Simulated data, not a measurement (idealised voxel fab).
Process module heading - voxel self aligned contacts
Xsec cut, 300 nm wide, square cell size 5 nm.
Cross-section, as written here: a square-cell grid given band by band from the top down, where a band holds one or more rows of cells. What a band's entry tells you: where the top is and where the bottom is, as heights in nm, and after that what lies inside, material by material from left to right, each with its width in nm. Empty space is written as the word "blank", and a single material marked with the word "edge to edge" occupies the band from edge to edge. For the purposes of this specification, 0 denotes the height below which the wafer in its as-received condition is composed wholly of one material, and the lowermost band, lacking a lower limit, extends downward without end, as expressed in "0 and below". So if you see something like "30->40" for the width, read it as the top row of the band sitting at the first number and the bottom row at the second, with every row in between moving by the same amount as the last. Given "nothing different" for a step, no cell of the cross-section differs between before and after that step. In the "Voids, enclosed" entry, you get each enclosed empty space of 8 cells or more, one with no open way to the top, written width x height at distance, distance from the left edge, in nm. Formally, on a step line, whatever follows the settings is a remark that the simulator itself makes on the step. overlay nm: mask right of planned place by this much (step with mask). Neg. = left.
-- So here's the lineup of process steps we planned
- 1: op RECEIVE | material Si
- 2: op CONFORMAL_DEP | material SiO2 | thk nm 5
- 3: op DIRECTIONAL_DEP | material polySi | thk nm 25
- 4: op DIRECTIONAL_DEP | material SiN | thk nm 20
- 5: op DIRECTIONAL_DEP | material aC | thk nm 10
- 6: op PATTERN | tone cover | mask id GATE | material resist | width nm 25 | pitch nm 55 | thk nm 30 | overlay nm 0
- 7: op DIRECTIONAL_ETCH | etch materials aC | depth nm 10
- 8: op STRIP | etch materials resist
- 9: op DIRECTIONAL_ETCH | etch materials SiN | depth nm 20
- 10: op DIRECTIONAL_ETCH | etch materials polySi | depth nm 25
- 11: op STRIP | etch materials aC
- 12: op CONFORMAL_DEP | material SiN | thk nm 5
- 13: op DIRECTIONAL_ETCH | etch materials SiN | depth nm 5
- 14: op FILL_DEP | material SiO2 | thk nm 10
- 15: op CMP | height nm 55
- 16: op MASKED_ETCH | tone open | mask id CONTACT | width nm 40 | pitch nm 55 | etch materials SiO2 | depth nm 55 | overlay nm 0
- 17: op CONFORMAL_DEP | material TiN | thk nm 5
- 18: op FILL_DEP | material W | thk nm 5
- 19: op CMP | height nm 55
- 20: op CONFORMAL_DEP | material SiCN | thk nm 5
-- Cross-section: wafer on arrival = after step 1
  0 and below = Si edge to edge
  Voids, enclosed: none
-- Run as planned - first of the two wafers cross-sectioned at the end of the module
  60 down to 55 = SiCN edge to edge
  55 down to 50 = 100 SiO2 | 15 TiN | 10 W | 15 TiN | 15 SiO2 | 15 TiN | 10 W | 15 TiN | 105 SiO2
  50 down to 30 = 75 SiO2 | 35 SiN | 5 TiN | 10 W | 5 TiN | 35 SiN | 5 TiN | 10 W | 5 TiN | 35 SiN | 80 SiO2
  30 down to 5 = 75 SiO2 | 5 SiN | 25 polySi | 5 SiN | 5 TiN | 10 W | 5 TiN | 5 SiN | 25 polySi | 5 SiN | 5 TiN | 10 W | 5 TiN | 5 SiN | 25 polySi | 5 SiN | 80 SiO2
  5 down to 0 = 110 SiO2 | 20 TiN | 35 SiO2 | 20 TiN | 115 SiO2
  0 and below = Si edge to edge
  Voids, enclosed: none
-- What the second wafer looks like in cross-section once the module is done. Its start and its plan matched the first wafer's exactly; what differed was one mistake in how it was run
  60 down to 55 = SiCN edge to edge
  55 down to 35 = 75 SiO2 | 5 SiN | 25 polySi | 5 SiN | 5 TiN | 10 W | 5 TiN | 5 SiN | 25 polySi | 5 SiN | 5 TiN | 10 W | 5 TiN | 5 SiN | 25 polySi | 5 SiN | 80 SiO2
  35 down to 30 = 75 SiO2 | 5 SiN | 25 polySi | 5 SiN | 20 TiN | 5 SiN | 25 polySi | 5 SiN | 20 TiN | 5 SiN | 25 polySi | 5 SiN | 80 SiO2
  30 down to 5 = polySi edge to edge
  5 down to 0 = SiO2 edge to edge
  0 and below = Si edge to edge
  Voids, enclosed: none
Heads up, the wafer didn't run the way we planned it: the plan had its step 3 run twice
Counted in cells at the end, the second wafer holds more or fewer of these materials than the first: SiN: 84 fewer; SiO2: 160 fewer; TiN: 32 fewer; W: 24 fewer; polySi: 300 more
